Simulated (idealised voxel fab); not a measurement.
You're looking at the process module voxel transistor to metal.
Each square cell in cross-section cut measures 5 nm, and the section as a whole is 210 nm wide.
Format of a cross-section: grid, square cells. Given as bands. Order: top down. Band: one or more rows of cells.
Heads up on the band format: heights come first, top then bottom, in nm. After that it's the materials left to right, each with its width in nm. A single material flagged "throughout" fills the whole band edge to edge, and "empty" means there's empty space there.
Heads up on the height convention: 0 is the point under which the incoming wafer is all one material, and the lowest band has no bottom, it just keeps going down, like "0 and below".
Think of "30..40" as a width that walks from the first number to the second as you go down the band, top row to bottom row, taking equal-sized steps from row to row.
"no modifications" after a step means that no cell of the cross-section changed.
"Completely sealed voids" specifies each empty space that is not open to the top and that occupies no fewer than 8 cells, using the form width x height at distance, the distance measured from the left edge and all three quantities in nm.
Note: text after step settings on the step line = simulator remark on that step.
A step line may carry the setting "overlay nm", which, for steps involving a mask, states the distance by which the mask lay to the right of its intended position; negative values denote displacement to the left.

Process steps - plan:
step 1: RECEIVE (material Si)
step 2: OXIDIZE (depth nm 5)
step 3: CONFORMAL_DEP (material SiN; thk nm 10)
step 4: DIRECTIONAL_DEP (material aC; thk nm 10)
step 5: PATTERN (tone cover; mask id ACTIVE; material resist; width nm 85; thk nm 30; overlay nm 0)
step 6: DIRECTIONAL_ETCH (etch materials aC; depth nm 10)
step 7: STRIP (etch materials resist)
step 8: DIRECTIONAL_ETCH (etch materials SiN; depth nm 10)
step 9: DIRECTIONAL_ETCH (etch materials SiO2; depth nm 5)
step 10: DIRECTIONAL_ETCH (etch materials Si; depth nm 25)
step 11: STRIP (etch materials aC)
step 12: OXIDIZE (depth nm 5)
step 13: FILL_DEP (material SiO2; thk nm 15)
step 14: CMP (height nm 10)
step 15: SELECTIVE_ETCH (etch materials SiO2; depth nm 5)
step 16: STRIP (etch materials SiN)
step 17: SELECTIVE_ETCH (etch materials SiO2; depth nm 5)
step 18: OXIDIZE (depth nm 5)
step 19: DIRECTIONAL_DEP (material polySi; thk nm 25)
step 20: DIRECTIONAL_DEP (material SiCN; thk nm 10)
step 21: DIRECTIONAL_DEP (material aC; thk nm 15)
step 22: PATTERN (tone cover; mask id GATE; material resist; width nm 15; thk nm 35; overlay nm 0)
step 23: DIRECTIONAL_ETCH (etch materials aC; depth nm 15)
step 24: STRIP (etch materials resist)
step 25: DIRECTIONAL_ETCH (etch materials SiCN; depth nm 20)
step 26: DIRECTIONAL_ETCH (etch materials polySi; depth nm 35)
step 27: STRIP (etch materials aC)
step 28: CONFORMAL_DEP (material SiO2; thk nm 5)
step 29: DIRECTIONAL_ETCH (etch materials SiO2; depth nm 5)
step 30: CONFORMAL_DEP (material SiN; thk nm 5)
step 31: DIRECTIONAL_ETCH (etch materials SiN; depth nm 5)
step 32: DIRECTIONAL_ETCH (etch materials SiO2; depth nm 5)
step 33: EPI (material pSi; thk nm 5)
step 34: FILL_DEP (material SiO2; thk nm 10)
step 35: CMP (height nm 30)
step 36: DIRECTIONAL_DEP (material SiO2; thk nm 15)
step 37: PATTERN (tone open; mask id CONTACT; material resist; width nm 25; pitch nm 50; thk nm 20; overlay nm 0)
step 38: DIRECTIONAL_ETCH (etch materials SiO2; depth nm 50)
step 39: STRIP (etch materials resist)
step 40: CONFORMAL_DEP (material TiN; thk nm 5)
step 41: FILL_DEP (material W; thk nm 5)
step 42: CMP (height nm 45)
step 43: CONFORMAL_DEP (material SiN; thk nm 5)
step 44: DIRECTIONAL_DEP (material lowk; thk nm 25)
step 45: DIRECTIONAL_DEP (material aC; thk nm 10)
step 46: PATTERN (tone open; mask id METAL_1; material resist; width nm 15; pitch nm 60; thk nm 25; overlay nm 0)
step 47: DIRECTIONAL_ETCH (etch materials aC; depth nm 10)
step 48: STRIP (etch materials resist)
step 49: DIRECTIONAL_ETCH (etch materials lowk; depth nm 25)
step 50: DIRECTIONAL_ETCH (etch materials SiN; depth nm 5)
step 51: STRIP (etch materials aC)
step 52: CONFORMAL_DEP (material TiN; thk nm 5)
step 53: FILL_DEP (material W; thk nm 10)
step 54: CMP (height nm 75)
step 55: CONFORMAL_DEP (material SiCN; thk nm 5)
step 56: DIRECTIONAL_DEP (material lowk; thk nm 35)
step 57: PATTERN (tone open; mask id METAL_2; material resist; width nm 15; pitch nm 60; thk nm 20; overlay nm 0)
step 58: DIRECTIONAL_ETCH (etch materials lowk; depth nm 20)
step 59: STRIP (etch materials resist)
step 60: PATTERN (tone open; mask id METAL_2_HOLES; material resist; width nm 15; pitch nm 60; thk nm 15; overlay nm 0)
step 61: DIRECTIONAL_ETCH (etch materials lowk; depth nm 15)
step 62: DIRECTIONAL_ETCH (etch materials SiCN; depth nm 5)
step 63: STRIP (etch materials resist)
step 64: CONFORMAL_DEP (material TiN; thk nm 5)
step 65: FILL_DEP (material Cu; thk nm 5)
step 66: CMP (height nm 115)
step 67: CONFORMAL_DEP (material SiN; thk nm 5)

The cross-section here shows the wafer as received, i.e. in its state after step 1:
0 and below: Si throughout
Completely sealed voids: none

Final cross-section, module run with one mistake (start and plan as above):
125 down to 120: SiN throughout
120 down to 115: TiN 70, Cu 5, TiN 55, Cu 5, TiN 75
115 down to 80: lowk 65, TiN 5, Cu 5, TiN 5, lowk 45, TiN 5, Cu 5, TiN 5, lowk 70
80 down to 75: SiCN 65, TiN 15, SiCN 45, TiN 15, SiCN 70
75 down to 50: lowk 65, TiN 5, W 5, TiN 5, lowk 45, TiN 5, W 5, TiN 5, lowk 70
50 down to 45: SiN 65, TiN 15, SiN 45, TiN 15, SiN 70
45 down to 35: SiO2 65, TiN 5, W 15, TiN 5, SiO2 25, TiN 5, W 15, TiN 5, SiO2 70
35 down to 30: SiO2 65, TiN 5, W 10, TiN 10, SiO2 25, TiN 10, W 10, TiN 5, SiO2 70
30 down to 20: SiO2 65, TiN 5, W 10, TiN 5, SiN 5, SiO2 5, SiCN 15, SiO2 5, SiN 5, TiN 5, W 10, TiN 5, SiO2 70
20 down to 0: SiO2 65, TiN 5, W 10, TiN 5, SiN 5, SiO2 5, polySi 15, SiO2 5, SiN 5, TiN 5, W 10, TiN 5, SiO2 70
0 down to -5: SiO2 60, SiN 5, TiN 20, SiN 5, SiO2 5, polySi 15, SiO2 5, SiN 5, TiN 20, SiN 5, SiO2 65
-5 down to -10: SiO2 65, pSi 20, SiO2 35, pSi 20, SiO2 70
-10 down to -35: SiO2 65, Si 75, SiO2 70
-35 and below: Si throughout
Completely sealed voids: none
what went wrong: step 66 ran with different settings than intended, the actual operation and settings being CMP (height nm 120)
